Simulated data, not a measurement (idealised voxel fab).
Process module in this document: voxel local oxidation
Shown is cross-section cut, with a width of 255 nm and square cells of size 5 nm.
Bands, listed from the top down, are how a cross-section gets written in this document; the cross-section itself is a grid of square cells, and a band is one or more rows of them. Within each band entry, the heights of the top and of the bottom of the band appear first, in that order and in nm; the materials of the band then follow from left to right, each with its corresponding width in nm. The designation "everywhere" on a single material indicates that it fills the band from edge to edge; the designation "empty" indicates empty space. Where do heights start? At 0: under that level the wafer as delivered is made of one material only. And the lowest band has no floor; it just carries on downward, as in "0 and below". Quick explanation for "30->40": the width changes in equal steps down the rows of cells, from the first number in the band's top row to the second number in its bottom row. A step reported as "no modification" is a step in which no cell of the cross-section changed. Reported under the label "Enclosed voids" are the empty spaces having no open way to the top and comprising 8 cells or more; the notation for each is width x height at distance, in which the distance is measured from the left edge and all three values are in nm. Text after the settings on a step's line: the simulator's own remark on that step. A step line may carry the setting "overlay nm", which, for steps involving a mask, states the distance by which the mask lay to the right of its intended position; negative values denote displacement to the left.
-- Planned process steps
1. RECEIVE [material Si]
2. CONFORMAL_DEP [material SiO2] [thk nm 5]
3. CONFORMAL_DEP [material SiN] [thk nm 15]
4. PATTERN [tone cover] [mask id ACTIVE] [material resist] [width nm 95] [thk nm 20] [overlay nm 0]
5. DIRECTIONAL_ETCH [etch materials SiN] [depth nm 15]
6. STRIP [etch materials resist]
7. SELECTIVE_ETCH [etch materials SiO2] [depth nm 5]
8. OXIDIZE [depth nm 10]
9. STRIP [etch materials SiN]
-- So, the first of our two wafers, run just as we planned it
-- Incoming wafer in cross-section (state: after step 1)
	0 and below | Si everywhere
	Enclosed voids: none
-- Once step 2 is through, the wafer looks like this in cross-section
	5 down to 0 | SiO2 everywhere
	Below 0, the layers are the same as they were.
-- Once step 3 is through, the wafer looks like this in cross-section
	20 down to 5 | SiN everywhere
	Below 5, the layers are the same as they were.
-- Once step 4 is through, the wafer looks like this in cross-section
	40 down to 20 | empty 80, then resist 95, then empty 80
	Below 20, the layers are the same as they were.
-- Once step 5 is through, the wafer looks like this in cross-section
	40 down to 20 | empty 80, then resist 95, then empty 80
	20 down to 5 | empty 80, then SiN 95, then empty 80
	Below 5, the layers are the same as they were.
-- Once step 6 is through, the wafer looks like this in cross-section
	20 down to 5 | empty 80, then SiN 95, then empty 80
	Below 5, the layers are the same as they were.
-- Once step 7 is through, the wafer looks like this in cross-section
	20 down to 5 | empty 80, then SiN 95, then empty 80
	5 down to 0 | empty 85, then SiO2 85, then empty 85
	Below 0, the layers are the same as they were.
-- Once step 8 is through, the wafer looks like this in cross-section
	20 down to 5 | empty 80, then SiN 95, then empty 80
	5 down to 0 | empty 85, then SiO2 85, then empty 85
	0 down to -10 | SiO2 95, then Si 65, then SiO2 95
	Below -10, the layers are the same as they were.
-- Once step 9 is through, the wafer looks like this in cross-section
	5 down to 0 | empty 85, then SiO2 85, then empty 85
	Below 0, the layers are the same as they were.
-- The remaining wafer, second of the two, started like the first and was run to the same plan, except that one mistake was made along the way; the two coincide through step 3, inclusive
-- Planned end of step 4: second wafer, cross-section
	40 down to 20 | empty 70, then resist 95, then empty 90
	Below 20, the layers are the same as they were.
-- Planned end of step 5: second wafer, cross-section
	40 down to 20 | empty 70, then resist 95, then empty 90
	20 down to 5 | empty 70, then SiN 95, then empty 90
	Below 5, the layers are the same as they were.
-- Planned end of step 6: second wafer, cross-section
	20 down to 5 | empty 70, then SiN 95, then empty 90
	Below 5, the layers are the same as they were.
-- Planned end of step 7: second wafer, cross-section
	20 down to 5 | empty 70, then SiN 95, then empty 90
	5 down to 0 | empty 75, then SiO2 85, then empty 95
	Below 0, the layers are the same as they were.
-- Planned end of step 8: second wafer, cross-section
	20 down to 5 | empty 70, then SiN 95, then empty 90
	5 down to 0 | empty 75, then SiO2 85, then empty 95
	0 down to -10 | SiO2 85, then Si 65, then SiO2 105
	Below -10, the layers are the same as they were.
-- Planned end of step 9: second wafer, cross-section
	5 down to 0 | empty 75, then SiO2 85, then empty 95
	Below 0, the layers are the same as they were.
The mistake made against the process plan was this: the process deviated at step 4: the operation and settings actually run there were PATTERN [tone cover] [mask id ACTIVE] [material resist] [width nm 95] [thk nm 20] [overlay nm -10]
So at the finish, the second wafer's got exactly as many cells of each material as the first, just not in the same spots.
